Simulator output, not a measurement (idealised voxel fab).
Process module under the name voxel wiring stack
This is section cut - it's 280 nm across, gridded in 5 nm square cells.
Format of a cross-section: grid, square cells. Given as bands. Order: top down. Band: one or more rows of cells.
Each band's line starts with the height of the band's top and of its bottom, in nm. Then come its materials from left to right, each with its width in nm. One material with "throughout" fills the band from edge to edge. "air" is empty space.
Heights are measured from 0, the level below which the as-received wafer is all one material; the lowest band has no bottom and continues downward, written as in "0 and below".
A two-number width, for instance "30..40", indicates that the width is equal to the first number in the top row of the band and to the second number in the bottom row, and that it changes by a constant amount per row of cells.
Step note "stayed the same" = no cross-section cell changed.
The list in "Closed void roster" covers empty spaces of 8 cells or more that cannot reach the top through any open way, and it gives each as width x height at distance; the distance is from the left edge, and width, height and distance are in nm.
after a step's settings: what the simulator itself notes on the step
You can add "overlay nm" to a step's line. For a step with a mask, it describes how far the mask lay to the right of its planned position, and a negative number describes a lay to the left.
Process steps - plan
1) RECEIVE with material Si
2) CONFORMAL_DEP with material SiO2, thk nm 10
3) CONFORMAL_DEP with material SiCN, thk nm 5
4) DIRECTIONAL_DEP with material SiO2, thk nm 25
5) MASKED_ETCH with tone open, mask id METAL_1, width nm 30, pitch nm 60, etch materials SiO2, depth nm 25, overlay nm 0
6) MASKED_ETCH with tone open, mask id METAL_1, width nm 30, pitch nm 60, etch materials SiCN, depth nm 5, overlay nm 0
7) CONFORMAL_DEP with material TiN, thk nm 5
8) FILL_DEP with material Cu, thk nm 10
9) CMP with height nm 40
10) EPI with material Ru, thk nm 5
11) FILL_DEP with material SiCN, thk nm 5
12) DIRECTIONAL_DEP with material lowk, thk nm 15
13) DIRECTIONAL_DEP with material aC, thk nm 10
14) PATTERN with tone open, mask id PLUG_1, material resist, width nm 15, pitch nm 60, thk nm 25, overlay nm 0
15) DIRECTIONAL_ETCH with etch materials aC, depth nm 10
16) STRIP with etch materials resist
17) DIRECTIONAL_ETCH with etch materials lowk, depth nm 15
18) DIRECTIONAL_ETCH with etch materials SiCN, depth nm 5
19) STRIP with etch materials aC
20) CONFORMAL_DEP with material TiN, thk nm 5
21) FILL_DEP with material Cu, thk nm 5
22) CMP with height nm 65
23) DIRECTIONAL_DEP with material TiN, thk nm 5
24) DIRECTIONAL_DEP with material W, thk nm 25
25) MASKED_ETCH with tone cover, mask id METAL_2, width nm 30, pitch nm 60, etch materials W, depth nm 25, overlay nm 0
26) MASKED_ETCH with tone cover, mask id METAL_2, width nm 30, pitch nm 60, etch materials TiN, depth nm 5, overlay nm 0
27) CONFORMAL_DEP with material SiN, thk nm 5
28) FILL_DEP with material lowk, thk nm 10
29) CMP with height nm 95
30) CONFORMAL_DEP with material SiCN, thk nm 5
31) DIRECTIONAL_DEP with material lowk, thk nm 15
32) DIRECTIONAL_DEP with material aC, thk nm 15
33) PATTERN with tone open, mask id PLUG_2, material resist, width nm 15, pitch nm 60, thk nm 35, overlay nm 0
34) DIRECTIONAL_ETCH with etch materials aC, depth nm 15
35) STRIP with etch materials resist
36) DIRECTIONAL_ETCH with etch materials lowk, depth nm 15
37) DIRECTIONAL_ETCH with etch materials SiCN, depth nm 5
38) STRIP with etch materials aC
39) CONFORMAL_DEP with material TiN, thk nm 5
40) FILL_DEP with material Cu, thk nm 10
41) CMP with height nm 115
42) DIRECTIONAL_DEP with material TiN, thk nm 5
43) DIRECTIONAL_DEP with material W, thk nm 25
44) DIRECTIONAL_DEP with material aC, thk nm 10
45) PATTERN with tone cover, mask id METAL_3, material resist, width nm 30, pitch nm 60, thk nm 30, overlay nm 0
46) DIRECTIONAL_ETCH with etch materials aC, depth nm 10
47) STRIP with etch materials resist
48) DIRECTIONAL_ETCH with etch materials W, depth nm 25
49) DIRECTIONAL_ETCH with etch materials TiN, depth nm 5
50) STRIP with etch materials aC
51) FILL_DEP with material lowk, thk nm 10
52) CMP with height nm 145
53) CONFORMAL_DEP with material SiN, thk nm 5
It is noted that the wafers described herein are identical at the outset and are distinguished by the width nm of step 33; the value stated in the plan corresponds to the first wafer.
After step 1, as received: first of several wafers, cross-section
> 0 and below = Si throughout
> Closed void roster: none
Below: a row per wafer. Contents at end of module: for every material, cells gained since receipt (+) or lost since receipt (-); then closed voids
width nm 15 | +52 Cu | +16 Ru | +184 SiCN | +120 SiN | +332 SiO2 | +92 TiN | +120 W | +764 lowk | Closed void roster: none
width nm 20 | +58 Cu | +16 Ru | +182 SiCN | +120 SiN | +332 SiO2 | +94 TiN | +120 W | +758 lowk | Closed void roster: none
width nm 25 | +64 Cu | +16 Ru | +180 SiCN | +120 SiN | +332 SiO2 | +96 TiN | +120 W | +752 lowk | Closed void roster: none
width nm 30 | +70 Cu | +16 Ru | +178 SiCN | +120 SiN | +332 SiO2 | +98 TiN | +120 W | +746 lowk | Closed void roster: none
